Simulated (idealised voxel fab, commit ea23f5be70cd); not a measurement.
process module | voxel tone inversion
cross-section cut | 270 nm wide | cells 5 nm
A cross-section is a grid of square cells, given in bands from the top down. A band is one or more rows of cells.
Each band's line starts with the height of the band's top and of its bottom, in nm. Then come its materials from left to right, each with its width in nm. One material with "throughout" fills the band from edge to edge. "air" is empty space.
Height 0 is the level under which the wafer as received is all one material. The lowest band goes on downwards, as in "0 down".
A width such as "30 to 40" changes by the same amount from each row of cells to the next, from the band's top row to its bottom row.
"no change" after a step means that no cell of the cross-section changed.
closed voids: empty space of 8 cells or more with no open way to the top, each as width x height at its distance from the left edge, in nm
after a step's settings: what the simulator itself notes on the step
overlay nm, on a step with a mask: how far to the right of its planned place the mask lay; to the left if negative
plan
1 op RECEIVE | material Si
2 op CONFORMAL_DEP | material SiCN | thk nm 10
3 op DIRECTIONAL_DEP | material polySi | thk nm 15
4 op PATTERN | tone cover | mask id POSTS | material resist | width nm 15 | pitch nm 35 | thk nm 25 | overlay nm 0
5 op DIRECTIONAL_ETCH | etch materials polySi | depth nm 15
6 op STRIP | etch materials resist
7 op FILL_DEP | material lowk | thk nm 10
8 op CMP | height nm 25
9 op STRIP | etch materials polySi
10 op CONFORMAL_DEP | material TiN | thk nm 5
11 op FILL_DEP | material Ru | thk nm 5
12 op CMP | height nm 25
13 op CONFORMAL_DEP | material SiCN | thk nm 5
first wafer, as planned
as received, after step 1
  0 down: Si throughout
  closed voids: none
after step 2
  10 to 0: SiCN throughout
  below 0: unchanged
after step 3
  25 to 10: polySi throughout
  below 10: unchanged
after step 4
  50 to 25: air 90 | resist 15 | air 20 | resist 15 | air 20 | resist 15 | air 95
  below 25: unchanged
after step 5
  50 to 25: air 90 | resist 15 | air 20 | resist 15 | air 20 | resist 15 | air 95
  25 to 10: air 90 | polySi 15 | air 20 | polySi 15 | air 20 | polySi 15 | air 95
  below 10: unchanged
after step 6
  25 to 10: air 90 | polySi 15 | air 20 | polySi 15 | air 20 | polySi 15 | air 95
  below 10: unchanged
after step 7
  35 to 25: lowk throughout
  25 to 10: lowk 90 | polySi 15 | lowk 20 | polySi 15 | lowk 20 | polySi 15 | lowk 95
  below 10: unchanged
after step 8
  25 to 10: lowk 90 | polySi 15 | lowk 20 | polySi 15 | lowk 20 | polySi 15 | lowk 95
  below 10: unchanged
after step 9
  25 to 10: lowk 90 | air 15 | lowk 20 | air 15 | lowk 20 | air 15 | lowk 95
  below 10: unchanged
after step 10
  30 to 25: TiN 95 | air 5 | TiN 30 | air 5 | TiN 30 | air 5 | TiN 100
  25 to 15: lowk 90 | TiN 5 | air 5 | TiN 5 | lowk 20 | TiN 5 | air 5 | TiN 5 | lowk 20 | TiN 5 | air 5 | TiN 5 | lowk 95
  15 to 10: lowk 90 | TiN 15 | lowk 20 | TiN 15 | lowk 20 | TiN 15 | lowk 95
  below 10: unchanged
after step 11
  35 to 30: Ru throughout
  30 to 25: TiN 95 | Ru 5 | TiN 30 | Ru 5 | TiN 30 | Ru 5 | TiN 100
  25 to 15: lowk 90 | TiN 5 | Ru 5 | TiN 5 | lowk 20 | TiN 5 | Ru 5 | TiN 5 | lowk 20 | TiN 5 | Ru 5 | TiN 5 | lowk 95
  below 15: unchanged
after step 12
  25 to 15: lowk 90 | TiN 5 | Ru 5 | TiN 5 | lowk 20 | TiN 5 | Ru 5 | TiN 5 | lowk 20 | TiN 5 | Ru 5 | TiN 5 | lowk 95
  below 15: unchanged
after step 13
  30 to 25: SiCN throughout
  below 25: unchanged
second wafer: like start, like plan, one mistake. Through step 12 it matches the first wafer
when step 13 should have ended
  30 to 25: Ru throughout
  below 25: unchanged
what went wrong: step 13 ran as: op CONFORMAL_DEP | material Ru | thk nm 5
at the end the second wafer has, in cells: 54 more of Ru | 54 fewer of SiCN
